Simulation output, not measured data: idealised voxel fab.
The following process module bears the name voxel self aligned contacts.
Cross-section cut spans 250 nm and uses square cells 5 nm in size.
How to read a cross-section here: the picture is a grid of square cells, written as bands going from the top down, and any band can span one or more rows of cells.
Band entry format. Leading values: height of top, height of bottom, nm. Remainder: materials in left-to-right order, each with its width in nm. Special words: "everywhere" on a single material, which then fills the band edge to edge; "blank", empty space.
Heads up on the height convention: 0 is the point under which the incoming wafer is all one material, and the lowest band has no bottom, it just keeps going down, like "z 0 and below".
When a width is written as two numbers, as in "30->40", the first number is the width in the top row of cells of the band and the second is the width in its bottom row, and the width changes by the same amount from each row to the next.
Step note "changes: none" = no cross-section cell changed.
So "Fully closed voids" is basically the list of trapped voids: any empty space of 8 cells or more that can't reach the top through an opening. They're written width x height at distance, the distance being from the left edge, and it's all nm.
Step line, after settings: the simulator's comment on this step.
Among the settings permitted on a step's line is "overlay nm"; applied to a step with a mask, it specifies the extent to which the mask lay to the right of its planned position, whereas a negative figure signifies a position to the left.

-- Steps in the process plan
1: op RECEIVE | material Si
2: op OXIDIZE | depth nm 5
3: op DIRECTIONAL_DEP | material polySi | thk nm 20
4: op DIRECTIONAL_DEP | material SiN | thk nm 20
5: op MASKED_ETCH | tone cover | mask id GATE | width nm 25 | pitch nm 60 | etch materials SiN | depth nm 20 | overlay nm -15
6: op MASKED_ETCH | tone cover | mask id GATE | width nm 25 | pitch nm 60 | etch materials polySi | depth nm 20 | overlay nm 0
7: op CONFORMAL_DEP | material SiN | thk nm 10
8: op DIRECTIONAL_ETCH | etch materials SiN | depth nm 10
9: op FILL_DEP | material SiO2 | thk nm 10
10: op CMP | height nm 45
11: op MASKED_ETCH | tone open | mask id CONTACT | width nm 45 | pitch nm 60 | etch materials SiO2 | depth nm 50 | overlay nm 0
12: op CONFORMAL_DEP | material TiN | thk nm 5
13: op FILL_DEP | material Ru | thk nm 10
14: op CMP | height nm 45
15: op CONFORMAL_DEP | material SiCN | thk nm 5
varied across the wafers: overlay nm of step 5. The plan shows the first wafer's value. All wafers start alike

-- So this is the first of several wafers, cross-sectioned as it came to us, meaning it's at the end of step 1
	z 0 and below = Si everywhere
	Fully closed voids: none

-- Every row in this table is a wafer at the end of the module, and it gives, for each of the materials, the cells that wafer has gained (+) or lost (-) since it was received, then its closed voids
overlay nm -15; +8 Ru; -50 Si; +50 SiCN; +156 SiN; +206 SiO2; +34 TiN; +96 polySi; Fully closed voids: none
overlay nm -10; +8 Ru; -50 Si; +50 SiCN; +156 SiN; +208 SiO2; +44 TiN; +84 polySi; Fully closed voids: none
overlay nm -5; +8 Ru; -50 Si; +50 SiCN; +156 SiN; +210 SiO2; +54 TiN; +72 polySi; Fully closed voids: none
overlay nm 0; +18 Ru; -50 Si; +50 SiCN; +156 SiN; +212 SiO2; +54 TiN; +60 polySi; Fully closed voids: none
overlay nm 5; +8 Ru; -50 Si; +50 SiCN; +156 SiN; +210 SiO2; +54 TiN; +72 polySi; Fully closed voids: none
overlay nm 10; +8 Ru; -50 Si; +50 SiCN; +156 SiN; +208 SiO2; +44 TiN; +84 polySi; Fully closed voids: none
overlay nm 15; +8 Ru; -50 Si; +50 SiCN; +156 SiN; +206 SiO2; +34 TiN; +96 polySi; Fully closed voids: none
